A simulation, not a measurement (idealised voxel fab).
The following process module bears the name voxel capacitor over wiring.
For reference, the cross-section in this document is cut, with width 140 nm and square cells of 5 nm.
A cross-section in this document is a grid of square cells, and it is written down as bands, the top band listed before the ones below it; a band is made up of one or more rows of cells. Basically the band line says how high the top is and how high the bottom is, in nm, and then what's in it from left to right, every material with its width in nm. Empty space shows up as "empty", and if a single material carries "full width" it runs the full band edge to edge. Height is counted from the level 0, under which the received wafer is composed throughout of one material. The lowest of the bands is not closed at the bottom but continues downward, in the notation "0 -> down". Per-row width for "30..40": begins at first number (top row of band), ends at second number (bottom row), increment between rows held constant. It should be understood that the words "no alteration", when stated for a given step, signify that the cross-section underwent no change in any of its cells during that step. Reported under the label "Closed-off voids" are the empty spaces having no open way to the top and comprising 8 cells or more; the notation for each is width x height at distance, in which the distance is measured from the left edge and all three values are in nm. Step line, after settings: the simulator's comment on this step. "overlay nm", when on a step's line for a step with a mask, measures how far to the right of its planned place the mask lay; a negative measure means to the left.

-- This section lists the process steps that were planned
1. RECEIVE,material Si
2. CONFORMAL_DEP,material SiO2,thk nm 10
3. DIRECTIONAL_DEP,material TiN,thk nm 5
4. DIRECTIONAL_DEP,material Ru,thk nm 15
5. MASKED_ETCH,tone cover,mask id METAL_1,width nm 20,pitch nm 80,etch materials Ru,depth nm 15,overlay nm 0
6. MASKED_ETCH,tone cover,mask id METAL_1,width nm 20,pitch nm 80,etch materials TiN,depth nm 5,overlay nm 0
7. CONFORMAL_DEP,material SiCN,thk nm 5
8. FILL_DEP,material SiO2,thk nm 10
9. CMP,height nm 30
10. CONFORMAL_DEP,material SiCN,thk nm 5
11. DIRECTIONAL_DEP,material lowk,thk nm 15
12. MASKED_ETCH,tone open,mask id PLUG_1,width nm 15,etch materials lowk,depth nm 15,overlay nm 0
13. MASKED_ETCH,tone open,mask id PLUG_1,width nm 15,etch materials SiCN,depth nm 5,overlay nm 0
14. EPI,material Ru,thk nm 10
15. EPI,material Ru,thk nm 10
16. DIRECTIONAL_DEP,material TiN,thk nm 10
17. DIRECTIONAL_DEP,material SiN,thk nm 5
18. DIRECTIONAL_DEP,material TiN,thk nm 5
19. PATTERN,tone cover,mask id UPPER_PLATE,material resist,width nm 65,thk nm 15,overlay nm 0
20. DIRECTIONAL_ETCH,etch materials TiN,depth nm 5
21. DIRECTIONAL_ETCH,etch materials SiN,depth nm 5
22. STRIP,etch materials resist
23. DIRECTIONAL_DEP,material aC,thk nm 15
24. PATTERN,tone cover,mask id LOWER_PLATE,material resist,width nm 75,thk nm 30,overlay nm 0
25. DIRECTIONAL_ETCH,etch materials aC,depth nm 15
26. STRIP,etch materials resist
27. DIRECTIONAL_ETCH,etch materials TiN,depth nm 10
28. STRIP,etch materials aC
29. FILL_DEP,material SiO2,thk nm 15
30. CMP,height nm 80
31. PATTERN,tone open,mask id PLUG_2,material resist,width nm 15,thk nm 15,overlay nm 0
32. DIRECTIONAL_ETCH,etch materials SiO2,depth nm 10
33. STRIP,etch materials resist
34. CONFORMAL_DEP,material TiN,thk nm 5
35. FILL_DEP,material W,thk nm 5
36. CMP,height nm 80
37. CONFORMAL_DEP,material SiN,thk nm 5

-- as received, after step 1
    0 -> down | Si full width
    Closed-off voids: none

-- Wafer at module end, in section. Began as above, planned as above, run with one mistake
    85 -> 80 | SiN full width
    80 -> 75 | SiO2 35, TiN 5, SiN 50, SiO2 50
    75 -> 70 | SiO2 20, TiN 5, SiO2 10, TiN 60, SiO2 45
    70 -> 65 | SiO2 20, TiN 75, SiO2 45
    65 -> 60 | lowk 25, SiN 15, lowk 100
    60 -> 50 | lowk 25, TiN 15, lowk 100
    50 -> 35 | lowk full width
    35 -> 30 | SiCN full width
    30 -> 15 | SiO2 15, SiCN 5, Ru 20, SiCN 5, SiO2 50, SiCN 5, Ru 20, SiCN 5, SiO2 15
    15 -> 10 | SiCN 20, TiN 20, SiCN 60, TiN 20, SiCN 20
    10 -> 0 | SiO2 full width
    0 -> down | Si full width
    Closed-off voids: none
Here's what went sideways: the plan had its step 11 run twice
